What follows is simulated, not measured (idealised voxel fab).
process module | voxel double patterning
cross-section cut | 175 nm wide | cells 5 nm
A cross-section is a grid of square cells, given in bands from the top down. A band is one or more rows of cells.
Each band's line starts with the height of the band's top and of its bottom, in nm. Then come its materials from left to right, each with its width in nm. One material with "throughout" fills the band from edge to edge. "air" is empty space.
Height 0 is the level under which the wafer as received is all one material. The lowest band goes on downwards, as in "0 down".
A width such as "30 to 40" changes by the same amount from each row of cells to the next, from the band's top row to its bottom row.
"no change" after a step means that no cell of the cross-section changed.
closed voids: empty space of 8 cells or more with no open way to the top, each as width x height at its distance from the left edge, in nm
after a step's settings: what the simulator itself notes on the step
overlay nm, on a step with a mask: how far to the right of its planned place the mask lay; to the left if negative
plan
1 op RECEIVE | material Si
2 op CONFORMAL_DEP | material SiO2 | thk nm 10
3 op DIRECTIONAL_DEP | material TiN | thk nm 20
4 op DIRECTIONAL_DEP | material SiCN | thk nm 5
5 op PATTERN | tone open | mask id FIRST | material resist | width nm 15 | pitch nm 50 | thk nm 15 | overlay nm 0
6 op DIRECTIONAL_ETCH | etch materials SiCN | depth nm 5
7 op STRIP | etch materials resist
8 op PATTERN | tone open | mask id SECOND | material resist | width nm 15 | thk nm 15 | overlay nm 0
9 op DIRECTIONAL_ETCH | etch materials SiCN | depth nm 5
10 op STRIP | etch materials resist
11 op DIRECTIONAL_ETCH | etch materials TiN | depth nm 20
12 op STRIP | etch materials SiCN
as received, after step 1
  0 down: Si throughout
  closed voids: none
a wafer at the end: this start, this plan, one mistake
  30 to 10: TiN 50 | air 15 | TiN 15 | air 15 | TiN 5 | air 15 | TiN 60
  10 to 0: SiO2 throughout
  0 down: Si throughout
  closed voids: none
what went wrong: step 5 ran as: op PATTERN | tone open | mask id FIRST | material resist | width nm 15 | pitch nm 50 | thk nm 15 | overlay nm -5
